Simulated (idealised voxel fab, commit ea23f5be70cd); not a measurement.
process module | voxel transistor to metal
cross-section cut | 170 nm wide | cells 5 nm
A cross-section is a grid of square cells, given in bands from the top down. A band is one or more rows of cells.
Each band's line starts with the height of the band's top and of its bottom, in nm. Then come its materials from left to right, each with its width in nm. One material with "throughout" fills the band from edge to edge. "air" is empty space.
Height 0 is the level under which the wafer as received is all one material. The lowest band goes on downwards, as in "0 down".
A width such as "30 to 40" changes by the same amount from each row of cells to the next, from the band's top row to its bottom row.
"no change" after a step means that no cell of the cross-section changed.
closed voids: empty space of 8 cells or more with no open way to the top, each as width x height at its distance from the left edge, in nm
after a step's settings: what the simulator itself notes on the step
overlay nm, on a step with a mask: how far to the right of its planned place the mask lay; to the left if negative
Each pair below shows a cross-section before one step and the cross-section after it, down to the lowest band that changed. The line under each pair gives the step between them, with its settings. The pairs can come from different runs of this module on the same starting wafer, so a pair continues from the pair above only where its "before" says so.
before
  0 down: Si throughout
  closed voids: none
after
  5 to 0: SiO2 throughout
  below 0: unchanged
  closed voids: none
the step between: op CONFORMAL_DEP | material SiO2 | thk nm 5
before: the cross-section after the pair above
after
  15 to 5: SiN throughout
  below 5: unchanged
  closed voids: none
the step between: op CONFORMAL_DEP | material SiN | thk nm 10
before: the cross-section after the pair above
after
  30 to 15: air 35 | resist 95 | air 40
  below 15: unchanged
  closed voids: none
the step between: op PATTERN | tone cover | mask id ACTIVE | material resist | width nm 95 | thk nm 15 | overlay nm 0
before: the cross-section after the pair above
after
  30 to 15: air 35 | resist 95 | air 40
  15 to 5: air 35 | SiN 95 | air 40
  below 5: unchanged
  closed voids: none
the step between: op DIRECTIONAL_ETCH | etch materials SiN | depth nm 10
before: the cross-section after the pair above
after
  30 to 15: air 35 | resist 95 | air 40
  15 to 5: air 35 | SiN 95 | air 40
  5 to 0: air 35 | SiO2 95 | air 40
  below 0: unchanged
  closed voids: none
the step between: op DIRECTIONAL_ETCH | etch materials SiO2 | depth nm 5
before: the cross-section after the pair above
after
  30 to 15: air 35 | resist 95 | air 40
  15 to 5: air 35 | SiN 95 | air 40
  5 to 0: air 35 | SiO2 95 | air 40
  0 to -35: air 35 | Si 95 | air 40
  below -35: unchanged
  closed voids: none
the step between: op DIRECTIONAL_ETCH | etch materials Si | depth nm 35
before: the cross-section after the pair above
after
  15 to 5: air 35 | SiN 95 | air 40
  below 5: unchanged
  closed voids: none
the step between: op STRIP | etch materials resist
before: the cross-section after the pair above
after
  25 to 15: SiO2 throughout
  15 to 5: SiO2 35 | SiN 95 | SiO2 40
  5 to 0: SiO2 throughout
  0 to -35: SiO2 35 | Si 95 | SiO2 40
  below -35: unchanged
  closed voids: none
the step between: op FILL_DEP | material SiO2 | thk nm 10
before: the cross-section after the pair above
after
  15 to 5: SiO2 35 | SiN 95 | SiO2 40
  below 5: unchanged
  closed voids: none
the step between: op CMP | height nm 15
before: the cross-section after the pair above
after
  15 to 10: air 35 | SiN 95 | air 40
  below 10: unchanged
  closed voids: none
the step between: op SELECTIVE_ETCH | etch materials SiO2 | depth nm 5
before: the cross-section after the pair above
after
  10 to 5: SiO2 35 | air 95 | SiO2 40
  below 5: unchanged
  closed voids: none
the step between: op STRIP | etch materials SiN
before: the cross-section after the pair above
after
  5 to 0: SiO2 30 | air 105 | SiO2 35
  below 0: unchanged
  closed voids: none
the step between: op SELECTIVE_ETCH | etch materials SiO2 | depth nm 5
before: the cross-section after the pair above
after
  5 to 0: SiO2 30 | air 105 | SiO2 35
  0 to -5: SiO2 throughout
  below -5: unchanged
  closed voids: none
the step between: op OXIDIZE | depth nm 5
before: the cross-section after the pair above
after
  30 to 25: polySi 30 | air 105 | polySi 35
  25 to 5: polySi throughout
  5 to 0: SiO2 30 | polySi 105 | SiO2 35
  below 0: unchanged
  closed voids: none
the step between: op DIRECTIONAL_DEP | material polySi | thk nm 25
before: the cross-section after the pair above
after
  40 to 35: SiCN 30 | air 105 | SiCN 35
  35 to 30: SiCN throughout
  30 to 25: polySi 30 | SiCN 105 | polySi 35
  below 25: unchanged
  closed voids: none
the step between: op DIRECTIONAL_DEP | material SiCN | thk nm 10
before: the cross-section after the pair above
after
  55 to 40: air 70 | resist 25 | air 75
  40 to 35: SiCN 30 | air 40 | resist 25 | air 40 | SiCN 35
  below 35: unchanged
  closed voids: none
the step between: op PATTERN | tone cover | mask id GATE | material resist | width nm 25 | thk nm 15 | overlay nm 0
before: the cross-section after the pair above
after
  55 to 35: air 70 | resist 25 | air 75
  35 to 30: air 70 | SiCN 25 | air 75
  30 to 25: polySi 30 | air 40 | SiCN 25 | air 40 | polySi 35
  below 25: unchanged
  closed voids: none
the step between: op DIRECTIONAL_ETCH | etch materials SiCN | depth nm 20
before: the cross-section after the pair above
after
  55 to 35: air 70 | resist 25 | air 75
  35 to 25: air 70 | SiCN 25 | air 75
  25 to 5: air 70 | polySi 25 | air 75
  5 to 0: SiO2 30 | air 40 | polySi 25 | air 40 | SiO2 35
  below 0: unchanged
  closed voids: none
the step between: op DIRECTIONAL_ETCH | etch materials polySi | depth nm 35
before: the cross-section after the pair above
after
  35 to 25: air 70 | SiCN 25 | air 75
  below 25: unchanged
  closed voids: none
the step between: op STRIP | etch materials resist
before: the cross-section after the pair above
after
  40 to 35: air 65 | SiO2 35 | air 70
  35 to 25: air 65 | SiO2 5 | SiCN 25 | SiO2 5 | air 70
  25 to 10: air 65 | SiO2 5 | polySi 25 | SiO2 5 | air 70
  10 to 5: SiO2 35 | air 30 | SiO2 5 | polySi 25 | SiO2 5 | air 30 | SiO2 40
  5 to 0: SiO2 70 | polySi 25 | SiO2 75
  below 0: unchanged
  closed voids: none
the step between: op CONFORMAL_DEP | material SiO2 | thk nm 5
before: the cross-section after the pair above
after
  35 to 25: air 65 | SiO2 5 | SiCN 25 | SiO2 5 | air 70
  25 to 5: air 65 | SiO2 5 | polySi 25 | SiO2 5 | air 70
  5 to 0: SiO2 35 | air 30 | SiO2 5 | polySi 25 | SiO2 5 | air 30 | SiO2 40
  below 0: unchanged
  closed voids: none
the step between: op DIRECTIONAL_ETCH | etch materials SiO2 | depth nm 5
before: the cross-section after the pair above
after
  45 to 35: air 55 | SiN 55 | air 60
  35 to 25: air 55 | SiN 10 | SiO2 5 | SiCN 25 | SiO2 5 | SiN 10 | air 60
  25 to 15: air 55 | SiN 10 | SiO2 5 | polySi 25 | SiO2 5 | SiN 10 | air 60
  15 to 10: SiN 45 | air 10 | SiN 10 | SiO2 5 | polySi 25 | SiO2 5 | SiN 10 | air 10 | SiN 50
  10 to 5: SiN 65 | SiO2 5 | polySi 25 | SiO2 5 | SiN 70
  5 to 0: SiO2 35 | SiN 30 | SiO2 5 | polySi 25 | SiO2 5 | SiN 30 | SiO2 40
  below 0: unchanged
  closed voids: none
the step between: op CONFORMAL_DEP | material SiN | thk nm 10
before: the cross-section after the pair above
after
  35 to 25: air 55 | SiN 10 | SiO2 5 | SiCN 25 | SiO2 5 | SiN 10 | air 60
  25 to 5: air 55 | SiN 10 | SiO2 5 | polySi 25 | SiO2 5 | SiN 10 | air 60
  5 to 0: SiO2 35 | SiN 10 | air 10 | SiN 10 | SiO2 5 | polySi 25 | SiO2 5 | SiN 10 | air 10 | SiN 10 | SiO2 40
  below 0: unchanged
  closed voids: none
the step between: op DIRECTIONAL_ETCH | etch materials SiN | depth nm 10
before: the cross-section after the pair above
after
  35 to 30: air 55 | SiN 10 | air 5 | SiCN 25 | air 5 | SiN 10 | air 60
  30 to 25: air 55 | SiN 10 | SiO2 5 | SiCN 25 | SiO2 5 | SiN 10 | air 60
  25 to 5: air 55 | SiN 10 | SiO2 5 | polySi 25 | SiO2 5 | SiN 10 | air 60
  5 to 0: air 35 | SiN 10 | air 10 | SiN 10 | SiO2 5 | polySi 25 | SiO2 5 | SiN 10 | air 10 | SiN 10 | air 40
  0 to -5: SiO2 45 | air 10 | SiO2 55 | air 10 | SiO2 50
  below -5: unchanged
  closed voids: none
the step between: op DIRECTIONAL_ETCH | etch materials SiO2 | depth nm 5
before: the cross-section after the pair above
after
  35 to 30: air 55 | SiN 10 | air 5 | SiCN 25 | air 5 | SiN 10 | air 60
  30 to 25: air 55 | SiN 10 | SiO2 5 | SiCN 25 | SiO2 5 | SiN 10 | air 60
  25 to 5: air 55 | SiN 10 | SiO2 5 | polySi 25 | SiO2 5 | SiN 10 | air 60
  5 to 0: air 35 | SiN 10 | air 10 | SiN 10 | SiO2 5 | polySi 25 | SiO2 5 | SiN 10 | air 10 | SiN 10 | air 40
  0 to -5: SiO2 45 | air 10 | SiO2 55 | air 10 | SiO2 50
  -5 to -15: SiO2 35 | Si 10 | air 10 | Si 55 | air 10 | Si 10 | SiO2 40
  below -15: unchanged
  closed voids: none
the step between: op DIRECTIONAL_ETCH | etch materials Si | depth nm 10
before: the cross-section after the pair above
after
  35 to 30: air 55 | SiN 10 | air 5 | SiCN 25 | air 5 | SiN 10 | air 60
  30 to 25: air 55 | SiN 10 | SiO2 5 | SiCN 25 | SiO2 5 | SiN 10 | air 60
  25 to 5: air 55 | SiN 10 | SiO2 5 | polySi 25 | SiO2 5 | SiN 10 | air 60
  5 to 0: air 35 | SiN 10 | SiGe 10 | SiN 10 | SiO2 5 | polySi 25 | SiO2 5 | SiN 10 | SiGe 10 | SiN 10 | air 40
  0 to -5: SiO2 45 | SiGe 10 | SiO2 55 | SiGe 10 | SiO2 50
  -5 to -15: SiO2 35 | Si 10 | SiGe 10 | Si 55 | SiGe 10 | Si 10 | SiO2 40
  below -15: unchanged
  closed voids: none
the step between: op EPI | material SiGe | thk nm 10
before: the cross-section after the pair above
after
  40 to 35: SiO2 throughout
  35 to 25: SiO2 55 | SiN 10 | SiO2 5 | SiCN 25 | SiO2 5 | SiN 10 | SiO2 60
  25 to 5: SiO2 55 | SiN 10 | SiO2 5 | polySi 25 | SiO2 5 | SiN 10 | SiO2 60
  5 to 0: SiO2 35 | SiN 10 | SiGe 10 | SiN 10 | SiO2 5 | polySi 25 | SiO2 5 | SiN 10 | SiGe 10 | SiN 10 | SiO2 40
  below 0: unchanged
  closed voids: none
the step between: op FILL_DEP | material SiO2 | thk nm 5
before: the cross-section after the pair above
after
  35 to 25: SiO2 55 | SiN 10 | SiO2 5 | SiCN 25 | SiO2 5 | SiN 10 | SiO2 60
  below 25: unchanged
  closed voids: none
the step between: op CMP | height nm 35
before: the cross-section after the pair above
after
  50 to 35: SiO2 throughout
  below 35: unchanged
  closed voids: none
the step between: op DIRECTIONAL_DEP | material SiO2 | thk nm 15
before: the cross-section after the pair above
after
  50 to 35: SiO2 40 | air 25 | SiO2 35 | air 25 | SiO2 45
  35 to 25: SiO2 40 | air 15 | SiN 10 | SiO2 5 | SiCN 25 | SiO2 5 | SiN 10 | air 15 | SiO2 45
  25 to 5: SiO2 40 | air 15 | SiN 10 | SiO2 5 | polySi 25 | SiO2 5 | SiN 10 | air 15 | SiO2 45
  below 5: unchanged
  closed voids: none
the step between: op MASKED_ETCH | tone open | mask id CONTACT | width nm 25 | pitch nm 60 | etch materials SiO2 | depth nm 45 | overlay nm 0
before: the cross-section after the pair above
after
  55 to 50: TiN 45 | air 15 | TiN 45 | air 15 | TiN 50
  50 to 40: SiO2 40 | TiN 5 | air 15 | TiN 5 | SiO2 35 | TiN 5 | air 15 | TiN 5 | SiO2 45
  40 to 35: SiO2 40 | TiN 5 | air 5 | TiN 15 | SiO2 35 | TiN 15 | air 5 | TiN 5 | SiO2 45
  35 to 25: SiO2 40 | TiN 5 | air 5 | TiN 5 | SiN 10 | SiO2 5 | SiCN 25 | SiO2 5 | SiN 10 | TiN 5 | air 5 | TiN 5 | SiO2 45
  25 to 10: SiO2 40 | TiN 5 | air 5 | TiN 5 | SiN 10 | SiO2 5 | polySi 25 | SiO2 5 | SiN 10 | TiN 5 | air 5 | TiN 5 | SiO2 45
  10 to 5: SiO2 40 | TiN 15 | SiN 10 | SiO2 5 | polySi 25 | SiO2 5 | SiN 10 | TiN 15 | SiO2 45
  below 5: unchanged
  closed voids: none
the step between: op CONFORMAL_DEP | material TiN | thk nm 5
before: the cross-section after the pair above
after
  60 to 55: W throughout
  55 to 50: TiN 45 | W 15 | TiN 45 | W 15 | TiN 50
  50 to 40: SiO2 40 | TiN 5 | W 15 | TiN 5 | SiO2 35 | TiN 5 | W 15 | TiN 5 | SiO2 45
  40 to 35: SiO2 40 | TiN 5 | W 5 | TiN 15 | SiO2 35 | TiN 15 | W 5 | TiN 5 | SiO2 45
  35 to 25: SiO2 40 | TiN 5 | W 5 | TiN 5 | SiN 10 | SiO2 5 | SiCN 25 | SiO2 5 | SiN 10 | TiN 5 | W 5 | TiN 5 | SiO2 45
  25 to 10: SiO2 40 | TiN 5 | W 5 | TiN 5 | SiN 10 | SiO2 5 | polySi 25 | SiO2 5 | SiN 10 | TiN 5 | W 5 | TiN 5 | SiO2 45
  below 10: unchanged
  closed voids: none
the step between: op FILL_DEP | material W | thk nm 5
before: the cross-section after the pair above
after
  50 to 40: SiO2 40 | TiN 5 | W 15 | TiN 5 | SiO2 35 | TiN 5 | W 15 | TiN 5 | SiO2 45
  below 40: unchanged
  closed voids: none
the step between: op CMP | height nm 50
before: the cross-section after the pair above
after
  55 to 50: TiN throughout
  below 50: unchanged
  closed voids: none
the step between: op DIRECTIONAL_DEP | material TiN | thk nm 5
before: the cross-section after the pair above
after
  80 to 55: Ru throughout
  below 55: unchanged
  closed voids: none
the step between: op DIRECTIONAL_DEP | material Ru | thk nm 25
before: the cross-section after the pair above
after
  95 to 80: air 40 | resist 15 | air 55 | resist 15 | air 45
  below 80: unchanged
  closed voids: none
the step between: op PATTERN | tone cover | mask id METAL_1 | material resist | width nm 15 | pitch nm 70 | thk nm 15 | overlay nm 0
before: the cross-section after the pair above
after
  95 to 80: air 40 | resist 15 | air 55 | resist 15 | air 45
  80 to 55: air 40 | Ru 15 | air 55 | Ru 15 | air 45
  below 55: unchanged
  closed voids: none
the step between: op DIRECTIONAL_ETCH | etch materials Ru | depth nm 25
before: the cross-section after the pair above
after
  95 to 80: air 40 | resist 15 | air 55 | resist 15 | air 45
  80 to 55: air 40 | Ru 15 | air 55 | Ru 15 | air 45
  55 to 50: air 40 | TiN 15 | air 55 | TiN 15 | air 45
  below 50: unchanged
  closed voids: none
the step between: op DIRECTIONAL_ETCH | etch materials TiN | depth nm 5
before: the cross-section after the pair above
after
  80 to 55: air 40 | Ru 15 | air 55 | Ru 15 | air 45
  below 55: unchanged
  closed voids: none
the step between: op STRIP | etch materials resist
before: the cross-section after the pair above
after
  85 to 80: SiO2 throughout
  80 to 55: SiO2 40 | Ru 15 | SiO2 55 | Ru 15 | SiO2 45
  55 to 50: SiO2 40 | TiN 15 | SiO2 55 | TiN 15 | SiO2 45
  below 50: unchanged
  closed voids: none
the step between: op FILL_DEP | material SiO2 | thk nm 5
before: the cross-section after the pair above
after
  80 to 55: SiO2 40 | Ru 15 | SiO2 55 | Ru 15 | SiO2 45
  below 55: unchanged
  closed voids: none
the step between: op CMP | height nm 80
before: the cross-section after the pair above
after
  85 to 80: SiCN throughout
  below 80: unchanged
  closed voids: none
the step between: op CONFORMAL_DEP | material SiCN | thk nm 5
before: the cross-section after the pair above
after
  110 to 85: SiO2 throughout
  below 85: unchanged
  closed voids: none
the step between: op DIRECTIONAL_DEP | material SiO2 | thk nm 25
before: the cross-section after the pair above
after
  130 to 110: resist 40 | air 15 | resist 55 | air 15 | resist 45
  below 110: unchanged
  closed voids: none
the step between: op PATTERN | tone open | mask id METAL_2 | material resist | width nm 15 | pitch nm 70 | thk nm 20 | overlay nm 0
before: the cross-section after the pair above
after
  130 to 110: resist 40 | air 15 | resist 55 | air 15 | resist 45
  110 to 95: SiO2 40 | air 15 | SiO2 55 | air 15 | SiO2 45
  below 95: unchanged
  closed voids: none
the step between: op DIRECTIONAL_ETCH | etch materials SiO2 | depth nm 15
before: the cross-section after the pair above
after
  110 to 95: SiO2 40 | air 15 | SiO2 55 | air 15 | SiO2 45
  below 95: unchanged
  closed voids: none
the step between: op STRIP | etch materials resist
before: the cross-section after the pair above
after
  120 to 110: aC 40 | air 15 | aC 55 | air 15 | aC 45
  110 to 105: SiO2 40 | air 15 | SiO2 55 | air 15 | SiO2 45
  105 to 95: SiO2 40 | aC 15 | SiO2 55 | aC 15 | SiO2 45
  below 95: unchanged
  closed voids: none
the step between: op DIRECTIONAL_DEP | material aC | thk nm 10
before: the cross-section after the pair above
after
  150 to 120: resist 40 | air 15 | resist 55 | air 15 | resist 45
  below 120: unchanged
  closed voids: none
the step between: op PATTERN | tone open | mask id METAL_2_HOLES | material resist | width nm 15 | pitch nm 70 | thk nm 30 | overlay nm 0
before: the cross-section after the pair above
after
  140 to 120: resist 40 | air 15 | resist 55 | air 15 | resist 45
  120 to 110: aC 40 | air 15 | aC 55 | air 15 | aC 45
  110 to 95: SiO2 40 | air 15 | SiO2 55 | air 15 | SiO2 45
  below 95: unchanged
  closed voids: none
the step between: op DIRECTIONAL_ETCH | etch materials aC | depth nm 10
before: the cross-section after the pair above
after
  120 to 110: aC 40 | air 15 | aC 55 | air 15 | aC 45
  below 110: unchanged
  closed voids: none
the step between: op STRIP | etch materials resist
before: the cross-section after the pair above
after
  120 to 110: aC 40 | air 15 | aC 55 | air 15 | aC 45
  110 to 85: SiO2 40 | air 15 | SiO2 55 | air 15 | SiO2 45
  below 85: unchanged
  closed voids: none
the step between: op DIRECTIONAL_ETCH | etch materials SiO2 | depth nm 10
before: the cross-section after the pair above
after
  120 to 110: aC 40 | air 15 | aC 55 | air 15 | aC 45
  110 to 85: SiO2 40 | air 15 | SiO2 55 | air 15 | SiO2 45
  85 to 80: SiCN 40 | air 15 | SiCN 55 | air 15 | SiCN 45
  below 80: unchanged
  closed voids: none
the step between: op DIRECTIONAL_ETCH | etch materials SiCN | depth nm 5
before: the cross-section after the pair above
after
  110 to 85: SiO2 40 | air 15 | SiO2 55 | air 15 | SiO2 45
  below 85: unchanged
  closed voids: none
the step between: op STRIP | etch materials aC
before: the cross-section after the pair above
after
  115 to 110: TiN 45 | air 5 | TiN 65 | air 5 | TiN 50
  110 to 85: SiO2 40 | TiN 5 | air 5 | TiN 5 | SiO2 55 | TiN 5 | air 5 | TiN 5 | SiO2 45
  85 to 80: SiCN 40 | TiN 15 | SiCN 55 | TiN 15 | SiCN 45
  below 80: unchanged
  closed voids: none
the step between: op CONFORMAL_DEP | material TiN | thk nm 5
before: the cross-section after the pair above
after
  125 to 115: Ru throughout
  115 to 110: TiN 45 | Ru 5 | TiN 65 | Ru 5 | TiN 50
  110 to 85: SiO2 40 | TiN 5 | Ru 5 | TiN 5 | SiO2 55 | TiN 5 | Ru 5 | TiN 5 | SiO2 45
  below 85: unchanged
  closed voids: none
the step between: op FILL_DEP | material Ru | thk nm 10
before: the cross-section after the pair above
after
  110 to 85: SiO2 40 | TiN 5 | Ru 5 | TiN 5 | SiO2 55 | TiN 5 | Ru 5 | TiN 5 | SiO2 45
  below 85: unchanged
  closed voids: none
the step between: op CMP | height nm 110
before: the cross-section after the pair above
after
  115 to 110: SiN throughout
  below 110: unchanged
  closed voids: none
the step between: op CONFORMAL_DEP | material SiN | thk nm 5
before
  35 to 25: air 70 | SiCN 25 | air 75
  25 to 5: air 70 | polySi 25 | air 75
  5 to 0: SiO2 30 | air 40 | polySi 25 | air 40 | SiO2 35
  0 to -5: SiO2 throughout
  -5 to -35: SiO2 35 | Si 95 | SiO2 40
  -35 down: Si throughout
  closed voids: none
after
  35 to 25: air 70 | SiCN 25 | air 75
  25 to 0: air 70 | polySi 25 | air 75
  0 to -5: SiO2 30 | air 40 | SiO2 25 | air 40 | SiO2 35
  below -5: unchanged
  closed voids: none
the step between: op DIRECTIONAL_ETCH | etch materials SiO2 | depth nm 5
before: the cross-section after the pair above
after
  45 to 35: air 60 | SiN 45 | air 65
  35 to 25: air 60 | SiN 10 | SiCN 25 | SiN 10 | air 65
  25 to 10: air 60 | SiN 10 | polySi 25 | SiN 10 | air 65
  10 to 5: SiN 40 | air 20 | SiN 10 | polySi 25 | SiN 10 | air 20 | SiN 45
  5 to 0: SiN 70 | polySi 25 | SiN 75
  0 to -5: SiO2 30 | SiN 40 | SiO2 25 | SiN 40 | SiO2 35
  below -5: unchanged
  closed voids: none
the step between: op CONFORMAL_DEP | material SiN | thk nm 10
before: the cross-section after the pair above
after
  35 to 25: air 60 | SiN 10 | SiCN 25 | SiN 10 | air 65
  25 to 0: air 60 | SiN 10 | polySi 25 | SiN 10 | air 65
  0 to -5: SiO2 30 | SiN 10 | air 20 | SiN 10 | SiO2 25 | SiN 10 | air 20 | SiN 10 | SiO2 35
  below -5: unchanged
  closed voids: none
the step between: op DIRECTIONAL_ETCH | etch materials SiN | depth nm 10
before: the cross-section after the pair above
after
  35 to 25: air 60 | SiN 10 | SiCN 25 | SiN 10 | air 65
  25 to 0: air 60 | SiN 10 | polySi 25 | SiN 10 | air 65
  0 to -5: air 30 | SiN 10 | air 20 | SiN 10 | SiO2 25 | SiN 10 | air 20 | SiN 10 | air 35
  below -5: unchanged
  closed voids: none
the step between: op DIRECTIONAL_ETCH | etch materials SiO2 | depth nm 5
before: the cross-section after the pair above
after
  35 to 25: air 60 | SiN 10 | SiCN 25 | SiN 10 | air 65
  25 to 0: air 60 | SiN 10 | polySi 25 | SiN 10 | air 65
  0 to -5: air 30 | SiN 10 | air 20 | SiN 10 | SiO2 25 | SiN 10 | air 20 | SiN 10 | air 35
  -5 to -15: SiO2 35 | Si 5 | air 20 | Si 45 | air 20 | Si 5 | SiO2 40
  below -15: unchanged
  closed voids: none
the step between: op DIRECTIONAL_ETCH | etch materials Si | depth nm 10
before: the cross-section after the pair above
after
  35 to 25: air 60 | SiN 10 | SiCN 25 | SiN 10 | air 65
  25 to 5: air 60 | SiN 10 | polySi 25 | SiN 10 | air 65
  5 to 0: air 35 | SiGe 25 | SiN 10 | polySi 25 | SiN 10 | SiGe 25 | air 40
  0 to -5: air 30 | SiN 10 | SiGe 20 | SiN 10 | SiO2 25 | SiN 10 | SiGe 20 | SiN 10 | air 35
  -5 to -15: SiO2 35 | Si 5 | SiGe 20 | Si 45 | SiGe 20 | Si 5 | SiO2 40
  below -15: unchanged
  closed voids: none
the step between: op EPI | material SiGe | thk nm 10
before: the cross-section after the pair above
after
  40 to 35: SiO2 throughout
  35 to 25: SiO2 60 | SiN 10 | SiCN 25 | SiN 10 | SiO2 65
  25 to 5: SiO2 60 | SiN 10 | polySi 25 | SiN 10 | SiO2 65
  5 to 0: SiO2 35 | SiGe 25 | SiN 10 | polySi 25 | SiN 10 | SiGe 25 | SiO2 40
  0 to -5: SiO2 30 | SiN 10 | SiGe 20 | SiN 10 | SiO2 25 | SiN 10 | SiGe 20 | SiN 10 | SiO2 35
  below -5: unchanged
  closed voids: none
the step between: op FILL_DEP | material SiO2 | thk nm 5
before: the cross-section after the pair above
after
  35 to 25: SiO2 60 | SiN 10 | SiCN 25 | SiN 10 | SiO2 65
  below 25: unchanged
  closed voids: none
the step between: op CMP | height nm 35
before: the cross-section after the pair above
after
  50 to 35: SiO2 throughout
  below 35: unchanged
  closed voids: none
the step between: op DIRECTIONAL_DEP | material SiO2 | thk nm 15
before: the cross-section after the pair above
after
  50 to 35: SiO2 40 | air 25 | SiO2 35 | air 25 | SiO2 45
  35 to 25: SiO2 40 | air 20 | SiN 10 | SiCN 25 | SiN 10 | air 20 | SiO2 45
  25 to 5: SiO2 40 | air 20 | SiN 10 | polySi 25 | SiN 10 | air 20 | SiO2 45
  below 5: unchanged
  closed voids: none
the step between: op MASKED_ETCH | tone open | mask id CONTACT | width nm 25 | pitch nm 60 | etch materials SiO2 | depth nm 45 | overlay nm 0
before: the cross-section after the pair above
after
  55 to 50: TiN 45 | air 15 | TiN 45 | air 15 | TiN 50
  50 to 40: SiO2 40 | TiN 5 | air 15 | TiN 5 | SiO2 35 | TiN 5 | air 15 | TiN 5 | SiO2 45
  40 to 35: SiO2 40 | TiN 5 | air 10 | TiN 10 | SiO2 35 | TiN 10 | air 10 | TiN 5 | SiO2 45
  35 to 25: SiO2 40 | TiN 5 | air 10 | TiN 5 | SiN 10 | SiCN 25 | SiN 10 | TiN 5 | air 10 | TiN 5 | SiO2 45
  25 to 10: SiO2 40 | TiN 5 | air 10 | TiN 5 | SiN 10 | polySi 25 | SiN 10 | TiN 5 | air 10 | TiN 5 | SiO2 45
  10 to 5: SiO2 40 | TiN 20 | SiN 10 | polySi 25 | SiN 10 | TiN 20 | SiO2 45
  below 5: unchanged
  closed voids: none
the step between: op CONFORMAL_DEP | material TiN | thk nm 5
before: the cross-section after the pair above
after
  60 to 55: W throughout
  55 to 50: TiN 45 | W 15 | TiN 45 | W 15 | TiN 50
  50 to 40: SiO2 40 | TiN 5 | W 15 | TiN 5 | SiO2 35 | TiN 5 | W 15 | TiN 5 | SiO2 45
  40 to 35: SiO2 40 | TiN 5 | W 10 | TiN 10 | SiO2 35 | TiN 10 | W 10 | TiN 5 | SiO2 45
  35 to 25: SiO2 40 | TiN 5 | W 10 | TiN 5 | SiN 10 | SiCN 25 | SiN 10 | TiN 5 | W 10 | TiN 5 | SiO2 45
  25 to 10: SiO2 40 | TiN 5 | W 10 | TiN 5 | SiN 10 | polySi 25 | SiN 10 | TiN 5 | W 10 | TiN 5 | SiO2 45
  below 10: unchanged
  closed voids: none
the step between: op FILL_DEP | material W | thk nm 5
before: the cross-section after the pair above
after
  50 to 40: SiO2 40 | TiN 5 | W 15 | TiN 5 | SiO2 35 | TiN 5 | W 15 | TiN 5 | SiO2 45
  below 40: unchanged
  closed voids: none
the step between: op CMP | height nm 50
before: the cross-section after the pair above
after
  55 to 50: TiN throughout
  below 50: unchanged
  closed voids: none
the step between: op DIRECTIONAL_DEP | material TiN | thk nm 5
before: the cross-section after the pair above
after
  80 to 55: Ru throughout
  below 55: unchanged
  closed voids: none
the step between: op DIRECTIONAL_DEP | material Ru | thk nm 25
before: the cross-section after the pair above
after
  95 to 80: air 40 | resist 15 | air 55 | resist 15 | air 45
  below 80: unchanged
  closed voids: none
the step between: op PATTERN | tone cover | mask id METAL_1 | material resist | width nm 15 | pitch nm 70 | thk nm 15 | overlay nm 0
before: the cross-section after the pair above
after
  95 to 80: air 40 | resist 15 | air 55 | resist 15 | air 45
  80 to 55: air 40 | Ru 15 | air 55 | Ru 15 | air 45
  below 55: unchanged
  closed voids: none
the step between: op DIRECTIONAL_ETCH | etch materials Ru | depth nm 25
before: the cross-section after the pair above
after
  95 to 80: air 40 | resist 15 | air 55 | resist 15 | air 45
  80 to 55: air 40 | Ru 15 | air 55 | Ru 15 | air 45
  55 to 50: air 40 | TiN 15 | air 55 | TiN 15 | air 45
  below 50: unchanged
  closed voids: none
the step between: op DIRECTIONAL_ETCH | etch materials TiN | depth nm 5
before: the cross-section after the pair above
after
  80 to 55: air 40 | Ru 15 | air 55 | Ru 15 | air 45
  below 55: unchanged
  closed voids: none
the step between: op STRIP | etch materials resist
before: the cross-section after the pair above
after
  85 to 80: SiO2 throughout
  80 to 55: SiO2 40 | Ru 15 | SiO2 55 | Ru 15 | SiO2 45
  55 to 50: SiO2 40 | TiN 15 | SiO2 55 | TiN 15 | SiO2 45
  below 50: unchanged
  closed voids: none
the step between: op FILL_DEP | material SiO2 | thk nm 5
before: the cross-section after the pair above
after
  80 to 55: SiO2 40 | Ru 15 | SiO2 55 | Ru 15 | SiO2 45
  below 55: unchanged
  closed voids: none
the step between: op CMP | height nm 80
before: the cross-section after the pair above
after
  85 to 80: SiCN throughout
  below 80: unchanged
  closed voids: none
the step between: op CONFORMAL_DEP | material SiCN | thk nm 5
before: the cross-section after the pair above
after
  110 to 85: SiO2 throughout
  below 85: unchanged
  closed voids: none
the step between: op DIRECTIONAL_DEP | material SiO2 | thk nm 25
before: the cross-section after the pair above
after
  130 to 110: resist 40 | air 15 | resist 55 | air 15 | resist 45
  below 110: unchanged
  closed voids: none
the step between: op PATTERN | tone open | mask id METAL_2 | material resist | width nm 15 | pitch nm 70 | thk nm 20 | overlay nm 0
before: the cross-section after the pair above
after
  130 to 110: resist 40 | air 15 | resist 55 | air 15 | resist 45
  110 to 95: SiO2 40 | air 15 | SiO2 55 | air 15 | SiO2 45
  below 95: unchanged
  closed voids: none
the step between: op DIRECTIONAL_ETCH | etch materials SiO2 | depth nm 15
before: the cross-section after the pair above
after
  110 to 95: SiO2 40 | air 15 | SiO2 55 | air 15 | SiO2 45
  below 95: unchanged
  closed voids: none
the step between: op STRIP | etch materials resist
before: the cross-section after the pair above
after
  120 to 110: aC 40 | air 15 | aC 55 | air 15 | aC 45
  110 to 105: SiO2 40 | air 15 | SiO2 55 | air 15 | SiO2 45
  105 to 95: SiO2 40 | aC 15 | SiO2 55 | aC 15 | SiO2 45
  below 95: unchanged
  closed voids: none
the step between: op DIRECTIONAL_DEP | material aC | thk nm 10
before: the cross-section after the pair above
after
  150 to 120: resist 40 | air 15 | resist 55 | air 15 | resist 45
  below 120: unchanged
  closed voids: none
the step between: op PATTERN | tone open | mask id METAL_2_HOLES | material resist | width nm 15 | pitch nm 70 | thk nm 30 | overlay nm 0
before: the cross-section after the pair above
after
  140 to 120: resist 40 | air 15 | resist 55 | air 15 | resist 45
  120 to 110: aC 40 | air 15 | aC 55 | air 15 | aC 45
  110 to 95: SiO2 40 | air 15 | SiO2 55 | air 15 | SiO2 45
  below 95: unchanged
  closed voids: none
the step between: op DIRECTIONAL_ETCH | etch materials aC | depth nm 10
before: the cross-section after the pair above
after
  120 to 110: aC 40 | air 15 | aC 55 | air 15 | aC 45
  below 110: unchanged
  closed voids: none
the step between: op STRIP | etch materials resist
before: the cross-section after the pair above
after
  120 to 110: aC 40 | air 15 | aC 55 | air 15 | aC 45
  110 to 85: SiO2 40 | air 15 | SiO2 55 | air 15 | SiO2 45
  below 85: unchanged
  closed voids: none
the step between: op DIRECTIONAL_ETCH | etch materials SiO2 | depth nm 10
before: the cross-section after the pair above
after
  120 to 110: aC 40 | air 15 | aC 55 | air 15 | aC 45
  110 to 85: SiO2 40 | air 15 | SiO2 55 | air 15 | SiO2 45
  85 to 80: SiCN 40 | air 15 | SiCN 55 | air 15 | SiCN 45
  below 80: unchanged
  closed voids: none
the step between: op DIRECTIONAL_ETCH | etch materials SiCN | depth nm 5
